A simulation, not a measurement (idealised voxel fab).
A process module follows: voxel self aligned contacts.
It is cross-section cut that appears here, measuring 180 nm in width, its square cells being 5 nm in size.
A cross-section is written here as square cells arranged in a grid, and it is given in bands from the top down, each band taking up one or more rows of cells.
Heads up on the band format: heights come first, top then bottom, in nm. After that it's the materials left to right, each with its width in nm. A single material flagged "everywhere" fills the whole band edge to edge, and "air" means there's empty space there.
Beneath 0, the wafer as received is one material, and that level is where height counting begins. The lowest band goes on downward without a bottom; it is written like "top 0, no bottom".
You'd read "30->40" like this: the band's top row of cells is as wide as the first number, its bottom row is as wide as the second, and going down, every row changes width by the same amount as the row before did.
What does "nothing altered" mean for a step? It means no cell of the cross-section changed in that step.
Empty spaces counting at least 8 cells and having no open way to the top are listed in "Enclosed voids". The notation width x height at distance is used for each, the distance being from the left edge and all three values in nm.
Where a step's line continues beyond its settings, the continuation is a remark by the simulator itself on that step.
overlay nm: where the mask lay relative to plan, measured to the right, on steps with a mask; negatives go left.

-- List of planned process steps
1 RECEIVE with material Si
2 CONFORMAL_DEP with material SiO2, thk nm 5
3 DIRECTIONAL_DEP with material polySi, thk nm 25
4 DIRECTIONAL_DEP with material SiN, thk nm 20
5 PATTERN with tone cover, mask id GATE, material resist, width nm 35, pitch nm 70, thk nm 15, overlay nm 0
6 DIRECTIONAL_ETCH with etch materials SiN, depth nm 20
7 DIRECTIONAL_ETCH with etch materials polySi, depth nm 25
8 STRIP with etch materials resist
9 CONFORMAL_DEP with material SiN, thk nm 5
10 DIRECTIONAL_ETCH with etch materials SiN, depth nm 5
11 FILL_DEP with material SiO2, thk nm 15
12 CMP with height nm 60
13 MASKED_ETCH with tone open, mask id CONTACT, width nm 55, etch materials SiO2, depth nm 60, overlay nm 0
14 CONFORMAL_DEP with material TiN, thk nm 5
15 FILL_DEP with material W, thk nm 5
16 CMP with height nm 60
17 CONFORMAL_DEP with material SiN, thk nm 5

-- Wafer at receipt (post step 1), cross-section
- top 0, no bottom = Si everywhere
- Enclosed voids: none

-- End-of-module XS, first of two wafers, run as planned
- top 65, bottom 60 = SiN everywhere
- top 60, bottom 50 = SiO2 60 nm | TiN 5->20 nm | W 45->15 nm | TiN 5->20 nm | SiO2 65 nm
- top 50, bottom 30 = SiO2 30 nm | SiN 45 nm | TiN 5 nm | W 15 nm | TiN 5 nm | SiN 45 nm | SiO2 35 nm
- top 30, bottom 5 = SiO2 30 nm | SiN 5 nm | polySi 35 nm | SiN 5 nm | TiN 5 nm | W 15 nm | TiN 5 nm | SiN 5 nm | polySi 35 nm | SiN 5 nm | SiO2 35 nm
- top 5, bottom 0 = SiO2 75 nm | TiN 25 nm | SiO2 80 nm
- top 0, no bottom = Si everywhere
- Enclosed voids: none

-- What the second wafer looks like in cross-section once the module is done. Its start and its plan matched the first wafer's exactly; what differed was one mistake in how it was run
- top 65, bottom 60 = SiN everywhere
- top 60, bottom 50 = SiO2 55 nm | TiN 5->25 nm | W 45->15 nm | TiN 5->15 nm | SiO2 70 nm
- top 50, bottom 30 = SiO2 30 nm | SiN 45 nm | TiN 5 nm | W 15 nm | TiN 5 nm | SiN 45 nm | SiO2 35 nm
- top 30, bottom 5 = SiO2 30 nm | SiN 5 nm | polySi 35 nm | SiN 5 nm | TiN 5 nm | W 15 nm | TiN 5 nm | SiN 5 nm | polySi 35 nm | SiN 5 nm | SiO2 35 nm
- top 5, bottom 0 = SiO2 75 nm | TiN 25 nm | SiO2 80 nm
- top 0, no bottom = Si everywhere
- Enclosed voids: none
Diagnosis: step 13 deviated from plan and actually ran as MASKED_ETCH with tone open, mask id CONTACT, width nm 55, etch materials SiO2, depth nm 60, overlay nm -5
The two final wafers agree on how many cells each material fills and disagree on which cells those are.
